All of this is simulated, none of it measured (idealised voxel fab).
The process module that follows is named voxel wiring stack.
We display cut, a cross-section 250 nm in width whose square cells are each 5 nm.
Cross-sections here: square-cell grids, written as top-down lists of bands, a band being one or more rows of cells. A band entry consists of two parts. The first gives the height of the band's top and the height of its bottom, in nm. The rest lists the band's materials from left to right, each with its width in nm. A single material labelled with the word "all across" fills the band from edge to edge, and the word "empty" marks empty space. Ref level 0: as-received wafer is one material below here. Bottom band extends down with no lower bound ("0 down"). It should be noted that a width expressed as "30 to 40" varies in equal increments from row to row of cells within the band, taking the value of the first number at the top row and that of the second number at the bottom row. Any step labelled "nothing different" changed none of the cells in the cross-section. The label "Trapped cavities" introduces a list of the empty spaces, 8 cells or larger, that have no open way up to the top; each entry in it reads width x height at distance, where the distance is taken from the left edge and all three are stated in nm. What comes after the settings on a step's line is commentary from the simulator itself on that step. You can add "overlay nm" to a step's line. For a step with a mask, it describes how far the mask lay to the right of its planned position, and a negative number describes a lay to the left.

### The planned process steps are enumerated hereunder
| 1 | RECEIVE [material Si] |
| 2 | CONFORMAL_DEP [material SiO2] [thk nm 10] |
| 3 | CONFORMAL_DEP [material SiN] [thk nm 5] |
| 4 | DIRECTIONAL_DEP [material SiO2] [thk nm 15] |
| 5 | MASKED_ETCH [tone open] [mask id METAL_1] [width nm 25] [pitch nm 50] [etch materials SiO2] [depth nm 15] [overlay nm 0] |
| 6 | MASKED_ETCH [tone open] [mask id METAL_1] [width nm 25] [pitch nm 50] [etch materials SiN] [depth nm 5] [overlay nm 0] |
| 7 | CONFORMAL_DEP [material TiN] [thk nm 5] |
| 8 | FILL_DEP [material Cu] [thk nm 10] |
| 9 | CMP [height nm 30] |
| 10 | EPI [material Ru] [thk nm 5] |
| 11 | FILL_DEP [material SiCN] [thk nm 5] |
| 12 | DIRECTIONAL_DEP [material lowk] [thk nm 15] |
| 13 | MASKED_ETCH [tone open] [mask id PLUG_1] [width nm 15] [pitch nm 50] [etch materials lowk] [depth nm 15] [overlay nm 0] |
| 14 | MASKED_ETCH [tone open] [mask id PLUG_1] [width nm 15] [pitch nm 50] [etch materials SiCN] [depth nm 5] [overlay nm 0] |
| 15 | EPI [material Ru] [thk nm 10] |
| 16 | EPI [material Ru] [thk nm 10] |
| 17 | CONFORMAL_DEP [material SiN] [thk nm 5] |
| 18 | DIRECTIONAL_DEP [material SiO2] [thk nm 25] |
| 19 | PATTERN [tone open] [mask id METAL_2] [material resist] [width nm 25] [pitch nm 50] [thk nm 20] [overlay nm 0] |
| 20 | DIRECTIONAL_ETCH [etch materials SiO2] [depth nm 25] |
| 21 | DIRECTIONAL_ETCH [etch materials SiN] [depth nm 5] |
| 22 | STRIP [etch materials resist] |
| 23 | CONFORMAL_DEP [material TiN] [thk nm 5] |
| 24 | FILL_DEP [material Cu] [thk nm 5] |
| 25 | CMP [height nm 85] |
| 26 | CONFORMAL_DEP [material SiN] [thk nm 5] |

### On the first of the two wafers: run conducted according to plan

### Cross-section: wafer on arrival = after step 1
    0 down = Si all across
    Trapped cavities: none

### So this is the wafer cross-section right after step 2
    10 to 0 = SiO2 all across
    For the remainder of the cross-section, below 0, there is no change.

### So this is the wafer cross-section right after step 3
    15 to 10 = SiN all across
    For the remainder of the cross-section, below 10, there is no change.

### So this is the wafer cross-section right after step 4
    30 to 15 = SiO2 all across
    For the remainder of the cross-section, below 15, there is no change.

### So this is the wafer cross-section right after step 5
    30 to 15 = SiO2 85  empty 25  SiO2 25  empty 25  SiO2 90
    For the remainder of the cross-section, below 15, there is no change.

### So this is the wafer cross-section right after step 6
    30 to 15 = SiO2 85  empty 25  SiO2 25  empty 25  SiO2 90
    15 to 10 = SiN 85  empty 25  SiN 25  empty 25  SiN 90
    For the remainder of the cross-section, below 10, there is no change.

### So this is the wafer cross-section right after step 7
    35 to 30 = TiN 90  empty 15  TiN 35  empty 15  TiN 95
    30 to 15 = SiO2 85  TiN 5  empty 15  TiN 5  SiO2 25  TiN 5  empty 15  TiN 5  SiO2 90
    15 to 10 = SiN 85  TiN 25  SiN 25  TiN 25  SiN 90
    For the remainder of the cross-section, below 10, there is no change.

### So this is the wafer cross-section right after step 8
    45 to 35 = Cu all across
    35 to 30 = TiN 90  Cu 15  TiN 35  Cu 15  TiN 95
    30 to 15 = SiO2 85  TiN 5  Cu 15  TiN 5  SiO2 25  TiN 5  Cu 15  TiN 5  SiO2 90
    For the remainder of the cross-section, below 15, there is no change.

### So this is the wafer cross-section right after step 9
    30 to 15 = SiO2 85  TiN 5  Cu 15  TiN 5  SiO2 25  TiN 5  Cu 15  TiN 5  SiO2 90
    For the remainder of the cross-section, below 15, there is no change.

### So this is the wafer cross-section right after step 10
    35 to 30 = empty 80  Ru 35  empty 15  Ru 35  empty 85
    For the remainder of the cross-section, below 30, there is no change.

### So this is the wafer cross-section right after step 11
    40 to 35 = SiCN all across
    35 to 30 = SiCN 80  Ru 35  SiCN 15  Ru 35  SiCN 85
    For the remainder of the cross-section, below 30, there is no change.

### So this is the wafer cross-section right after step 12
    55 to 40 = lowk all across
    For the remainder of the cross-section, below 40, there is no change.

### So this is the wafer cross-section right after step 13
    55 to 40 = lowk 85  empty 15  lowk 35  empty 15  lowk 100
    For the remainder of the cross-section, below 40, there is no change.

### So this is the wafer cross-section right after step 14
    55 to 40 = lowk 85  empty 15  lowk 35  empty 15  lowk 100
    40 to 35 = SiCN 85  empty 15  SiCN 35  empty 15  SiCN 100
    For the remainder of the cross-section, below 35, there is no change.

### So this is the wafer cross-section right after step 15
    55 to 45 = lowk 85  empty 15  lowk 35  empty 15  lowk 100
    45 to 40 = lowk 85  Ru 15  lowk 35  Ru 15  lowk 100
    40 to 30 = SiCN 85 to 80  Ru 15 to 35  SiCN 35 to 15  Ru 15 to 35  SiCN 100 to 85
    For the remainder of the cross-section, below 30, there is no change.

### So this is the wafer cross-section right after step 16
    55 to 40 = lowk 85  Ru 15  lowk 35  Ru 15  lowk 100
    For the remainder of the cross-section, below 40, there is no change.

### So this is the wafer cross-section right after step 17
    60 to 55 = SiN all across
    For the remainder of the cross-section, below 55, there is no change.

### So this is the wafer cross-section right after step 18
    85 to 60 = SiO2 all across
    For the remainder of the cross-section, below 60, there is no change.

### So this is the wafer cross-section right after step 19
    105 to 85 = resist 85  empty 25  resist 25  empty 25  resist 90
    For the remainder of the cross-section, below 85, there is no change.

### So this is the wafer cross-section right after step 20
    105 to 85 = resist 85  empty 25  resist 25  empty 25  resist 90
    85 to 60 = SiO2 85  empty 25  SiO2 25  empty 25  SiO2 90
    For the remainder of the cross-section, below 60, there is no change.

### So this is the wafer cross-section right after step 21
    105 to 85 = resist 85  empty 25  resist 25  empty 25  resist 90
    85 to 60 = SiO2 85  empty 25  SiO2 25  empty 25  SiO2 90
    60 to 55 = SiN 85  empty 25  SiN 25  empty 25  SiN 90
    For the remainder of the cross-section, below 55, there is no change.

### So this is the wafer cross-section right after step 22
    85 to 60 = SiO2 85  empty 25  SiO2 25  empty 25  SiO2 90
    For the remainder of the cross-section, below 60, there is no change.

### So this is the wafer cross-section right after step 23
    90 to 85 = TiN 90  empty 15  TiN 35  empty 15  TiN 95
    85 to 60 = SiO2 85  TiN 5  empty 15  TiN 5  SiO2 25  TiN 5  empty 15  TiN 5  SiO2 90
    60 to 55 = SiN 85  TiN 25  SiN 25  TiN 25  SiN 90
    For the remainder of the cross-section, below 55, there is no change.

### So this is the wafer cross-section right after step 24
    95 to 90 = Cu all across
    90 to 85 = TiN 90  Cu 15  TiN 35  Cu 15  TiN 95
    85 to 60 = SiO2 85  TiN 5  Cu 15  TiN 5  SiO2 25  TiN 5  Cu 15  TiN 5  SiO2 90
    For the remainder of the cross-section, below 60, there is no change.

### So this is the wafer cross-section right after step 25
    85 to 60 = SiO2 85  TiN 5  Cu 15  TiN 5  SiO2 25  TiN 5  Cu 15  TiN 5  SiO2 90
    For the remainder of the cross-section, below 60, there is no change.

### So this is the wafer cross-section right after step 26
    90 to 85 = SiN all across
    For the remainder of the cross-section, below 85, there is no change.

### Here the second wafer is described. Its start and its plan were those of the first wafer. Its run contained one mistake. Up to and including step 1, it did exactly what the first wafer did

### Second wafer, section view, time point: scheduled end of step 2
    5 to 0 = SiN all across
    For the remainder of the cross-section, below 0, there is no change.

### Second wafer, section view, time point: scheduled end of step 3
    15 to 5 = SiO2 all across
    For the remainder of the cross-section, below 5, there is no change.

### Second wafer, section view, time point: scheduled end of step 4
    30 to 5 = SiO2 all across
    For the remainder of the cross-section, below 5, there is no change.

### Second wafer, section view, time point: scheduled end of step 5
    30 to 15 = SiO2 85  empty 25  SiO2 25  empty 25  SiO2 90
    For the remainder of the cross-section, below 15, there is no change.

Second wafer, section view, time point: scheduled end of step 6: nothing different

### Second wafer, section view, time point: scheduled end of step 7
    35 to 30 = TiN 90  empty 15  TiN 35  empty 15  TiN 95
    30 to 20 = SiO2 85  TiN 5  empty 15  TiN 5  SiO2 25  TiN 5  empty 15  TiN 5  SiO2 90
    20 to 15 = SiO2 85  TiN 25  SiO2 25  TiN 25  SiO2 90
    For the remainder of the cross-section, below 15, there is no change.

### Second wafer, section view, time point: scheduled end of step 8
    45 to 35 = Cu all across
    35 to 30 = TiN 90  Cu 15  TiN 35  Cu 15  TiN 95
    30 to 20 = SiO2 85  TiN 5  Cu 15  TiN 5  SiO2 25  TiN 5  Cu 15  TiN 5  SiO2 90
    For the remainder of the cross-section, below 20, there is no change.

### Second wafer, section view, time point: scheduled end of step 9
    30 to 20 = SiO2 85  TiN 5  Cu 15  TiN 5  SiO2 25  TiN 5  Cu 15  TiN 5  SiO2 90
    For the remainder of the cross-section, below 20, there is no change.

### Second wafer, section view, time point: scheduled end of step 10
    35 to 30 = empty 80  Ru 35  empty 15  Ru 35  empty 85
    For the remainder of the cross-section, below 30, there is no change.

### Second wafer, section view, time point: scheduled end of step 11
    40 to 35 = SiCN all across
    35 to 30 = SiCN 80  Ru 35  SiCN 15  Ru 35  SiCN 85
    For the remainder of the cross-section, below 30, there is no change.

### Second wafer, section view, time point: scheduled end of step 12
    55 to 40 = lowk all across
    For the remainder of the cross-section, below 40, there is no change.

### Second wafer, section view, time point: scheduled end of step 13
    55 to 40 = lowk 85  empty 15  lowk 35  empty 15  lowk 100
    For the remainder of the cross-section, below 40, there is no change.

### Second wafer, section view, time point: scheduled end of step 14
    55 to 40 = lowk 85  empty 15  lowk 35  empty 15  lowk 100
    40 to 35 = SiCN 85  empty 15  SiCN 35  empty 15  SiCN 100
    For the remainder of the cross-section, below 35, there is no change.

### Second wafer, section view, time point: scheduled end of step 15
    55 to 45 = lowk 85  empty 15  lowk 35  empty 15  lowk 100
    45 to 40 = lowk 85  Ru 15  lowk 35  Ru 15  lowk 100
    40 to 30 = SiCN 85 to 80  Ru 15 to 35  SiCN 35 to 15  Ru 15 to 35  SiCN 100 to 85
    For the remainder of the cross-section, below 30, there is no change.

### Second wafer, section view, time point: scheduled end of step 16
    55 to 40 = lowk 85  Ru 15  lowk 35  Ru 15  lowk 100
    For the remainder of the cross-section, below 40, there is no change.

### Second wafer, section view, time point: scheduled end of step 17
    60 to 55 = SiN all across
    For the remainder of the cross-section, below 55, there is no change.

### Second wafer, section view, time point: scheduled end of step 18
    85 to 60 = SiO2 all across
    For the remainder of the cross-section, below 60, there is no change.

### Second wafer, section view, time point: scheduled end of step 19
    105 to 85 = resist 85  empty 25  resist 25  empty 25  resist 90
    For the remainder of the cross-section, below 85, there is no change.

### Second wafer, section view, time point: scheduled end of step 20
    105 to 85 = resist 85  empty 25  resist 25  empty 25  resist 90
    85 to 60 = SiO2 85  empty 25  SiO2 25  empty 25  SiO2 90
    For the remainder of the cross-section, below 60, there is no change.

### Second wafer, section view, time point: scheduled end of step 21
    105 to 85 = resist 85  empty 25  resist 25  empty 25  resist 90
    85 to 60 = SiO2 85  empty 25  SiO2 25  empty 25  SiO2 90
    60 to 55 = SiN 85  empty 25  SiN 25  empty 25  SiN 90
    For the remainder of the cross-section, below 55, there is no change.

### Second wafer, section view, time point: scheduled end of step 22
    85 to 60 = SiO2 85  empty 25  SiO2 25  empty 25  SiO2 90
    For the remainder of the cross-section, below 60, there is no change.

### Second wafer, section view, time point: scheduled end of step 23
    90 to 85 = TiN 90  empty 15  TiN 35  empty 15  TiN 95
    85 to 60 = SiO2 85  TiN 5  empty 15  TiN 5  SiO2 25  TiN 5  empty 15  TiN 5  SiO2 90
    60 to 55 = SiN 85  TiN 25  SiN 25  TiN 25  SiN 90
    For the remainder of the cross-section, below 55, there is no change.

### Second wafer, section view, time point: scheduled end of step 24
    95 to 90 = Cu all across
    90 to 85 = TiN 90  Cu 15  TiN 35  Cu 15  TiN 95
    85 to 60 = SiO2 85  TiN 5  Cu 15  TiN 5  SiO2 25  TiN 5  Cu 15  TiN 5  SiO2 90
    For the remainder of the cross-section, below 60, there is no change.

### Second wafer, section view, time point: scheduled end of step 25
    85 to 60 = SiO2 85  TiN 5  Cu 15  TiN 5  SiO2 25  TiN 5  Cu 15  TiN 5  SiO2 90
    For the remainder of the cross-section, below 60, there is no change.

### Second wafer, section view, time point: scheduled end of step 26
    90 to 85 = SiN all across
    For the remainder of the cross-section, below 85, there is no change.
So what did we get wrong on this run? steps 2 and 3 traded places in the executed sequence
Count the cells at the end and the second wafer has more or fewer of some materials than the first: Cu -6 | SiN +10 | TiN -4
